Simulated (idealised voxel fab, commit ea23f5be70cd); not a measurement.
process module | voxel gate over fins
In the cross-section labelled cut, the width is 270 nm and each square cell is 5 nm.
Square cells in a grid make up a cross-section in this document, and the grid is given as bands, listed from the top down, each one or more rows of cells. It is stipulated that each band's entry specify, in nanometres, the height of the top of the band and then that of its bottom, followed by the materials of the band in left-to-right sequence, each together with its width in nanometres. A single material marked by the word "edge to edge" is understood to fill the band from edge to edge; the word "blank" is understood to denote empty space. Zero point of the height axis is 0; under it, received wafer = one material. Lowest band: continues down indefinitely, "0..down". A width such as "30 to 40" changes by the same amount from each row of cells to the next, from the band's top row to its bottom row. "left unchanged" means the step left every cell of the cross-section as it was. In "Enclosed void list" the enclosed voids are listed, meaning empty spaces of 8 cells or larger without any opening to the top. The form is width x height at distance, distance from the left edge, units nm. Where a step's line continues beyond its settings, the continuation is a remark by the simulator itself on that step. The optional step-line setting "overlay nm" applies to steps with a mask and quantifies how far to the right of its planned location the mask lay, a negative value indicating leftward placement.
### Listed below are the process steps as planned
1 op RECEIVE | material Si
2 op CONFORMAL_DEP | material SiN | thk nm 10
3 op DIRECTIONAL_DEP | material aC | thk nm 15
4 op PATTERN | tone cover | mask id FINS | material resist | width nm 15 | pitch nm 45 | thk nm 30 | overlay nm -15
5 op DIRECTIONAL_ETCH | etch materials aC | depth nm 15
6 op STRIP | etch materials resist
7 op DIRECTIONAL_ETCH | etch materials SiN | depth nm 10
8 op DIRECTIONAL_ETCH | etch materials Si | depth nm 30
9 op STRIP | etch materials aC
10 op FILL_DEP | material SiO2 | thk nm 10
11 op CMP | height nm 10
12 op SELECTIVE_ETCH | etch materials SiO2 | depth nm 25
13 op STRIP | etch materials SiN
14 op CONFORMAL_DEP | material HfO2 | thk nm 5
15 op CONFORMAL_DEP | material TiN | thk nm 5
16 op FILL_DEP | material W | thk nm 10
17 op CMP | height nm 15
18 op CONFORMAL_DEP | material SiCN | thk nm 10
Keep in mind the plan's value for the overlay nm of step 4 comes from the first wafer; the wafers don't share that setting, but they do share the same starting point.
### As-received cross-section, first of several wafers, post step 1
	0..down  Si edge to edge
	Enclosed void list: none
### First of several wafers, sectioned at end of module (last step: step 18)
	25..15  SiCN edge to edge
	15..10  W edge to edge
	10..5  W: 35 / TiN: 35 / W: 10 / TiN: 35 / W: 10 / TiN: 35 / W: 10 / TiN: 35 / W: 65
	5..0  W: 35 / TiN: 5 / HfO2: 25 / TiN: 5 / W: 10 / TiN: 5 / HfO2: 25 / TiN: 5 / W: 10 / TiN: 5 / HfO2: 25 / TiN: 5 / W: 10 / TiN: 5 / HfO2: 25 / TiN: 5 / W: 65
	0..-5  W: 35 / TiN: 5 / HfO2: 5 / Si: 15 / HfO2: 5 / TiN: 5 / W: 10 / TiN: 5 / HfO2: 5 / Si: 15 / HfO2: 5 / TiN: 5 / W: 10 / TiN: 5 / HfO2: 5 / Si: 15 / HfO2: 5 / TiN: 5 / W: 10 / TiN: 5 / HfO2: 5 / Si: 15 / HfO2: 5 / TiN: 5 / W: 65
	-5..-10  TiN: 40 / HfO2: 5 / Si: 15 / HfO2: 5 / TiN: 20 / HfO2: 5 / Si: 15 / HfO2: 5 / TiN: 20 / HfO2: 5 / Si: 15 / HfO2: 5 / TiN: 20 / HfO2: 5 / Si: 15 / HfO2: 5 / TiN: 70
	-10..-15  HfO2: 45 / Si: 15 / HfO2: 30 / Si: 15 / HfO2: 30 / Si: 15 / HfO2: 30 / Si: 15 / HfO2: 75
	-15..-30  SiO2: 45 / Si: 15 / SiO2: 30 / Si: 15 / SiO2: 30 / Si: 15 / SiO2: 30 / Si: 15 / SiO2: 75
	-30..down  Si edge to edge
	Enclosed void list: none
### Cross-section of the final wafer among several, taken at the end of the module
	25..15  SiCN edge to edge
	15..10  W edge to edge
	10..5  W: 65 / TiN: 35 / W: 10 / TiN: 35 / W: 10 / TiN: 35 / W: 10 / TiN: 35 / W: 35
	5..0  W: 65 / TiN: 5 / HfO2: 25 / TiN: 5 / W: 10 / TiN: 5 / HfO2: 25 / TiN: 5 / W: 10 / TiN: 5 / HfO2: 25 / TiN: 5 / W: 10 / TiN: 5 / HfO2: 25 / TiN: 5 / W: 35
	0..-5  W: 65 / TiN: 5 / HfO2: 5 / Si: 15 / HfO2: 5 / TiN: 5 / W: 10 / TiN: 5 / HfO2: 5 / Si: 15 / HfO2: 5 / TiN: 5 / W: 10 / TiN: 5 / HfO2: 5 / Si: 15 / HfO2: 5 / TiN: 5 / W: 10 / TiN: 5 / HfO2: 5 / Si: 15 / HfO2: 5 / TiN: 5 / W: 35
	-5..-10  TiN: 70 / HfO2: 5 / Si: 15 / HfO2: 5 / TiN: 20 / HfO2: 5 / Si: 15 / HfO2: 5 / TiN: 20 / HfO2: 5 / Si: 15 / HfO2: 5 / TiN: 20 / HfO2: 5 / Si: 15 / HfO2: 5 / TiN: 40
	-10..-15  HfO2: 75 / Si: 15 / HfO2: 30 / Si: 15 / HfO2: 30 / Si: 15 / HfO2: 30 / Si: 15 / HfO2: 45
	-15..-30  SiO2: 75 / Si: 15 / SiO2: 30 / Si: 15 / SiO2: 30 / Si: 15 / SiO2: 30 / Si: 15 / SiO2: 45
	-30..down  Si edge to edge
	Enclosed void list: none
### Per wafer, end of module: cells gained (+) or lost (-) per material since receipt, then closed voids
overlay nm -15, +78 HfO2, -252 Si, +108 SiCN, +126 SiO2, +78 TiN, +132 W, Enclosed void list: none
overlay nm -10, +78 HfO2, -252 Si, +108 SiCN, +126 SiO2, +78 TiN, +132 W, Enclosed void list: none
overlay nm -5, +78 HfO2, -252 Si, +108 SiCN, +126 SiO2, +78 TiN, +132 W, Enclosed void list: none
overlay nm 0, +78 HfO2, -252 Si, +108 SiCN, +126 SiO2, +78 TiN, +132 W, Enclosed void list: none
overlay nm 5, +78 HfO2, -252 Si, +108 SiCN, +126 SiO2, +78 TiN, +132 W, Enclosed void list: none
overlay nm 10, +78 HfO2, -252 Si, +108 SiCN, +126 SiO2, +78 TiN, +132 W, Enclosed void list: none
overlay nm 15, +78 HfO2, -252 Si, +108 SiCN, +126 SiO2, +78 TiN, +132 W, Enclosed void list: none
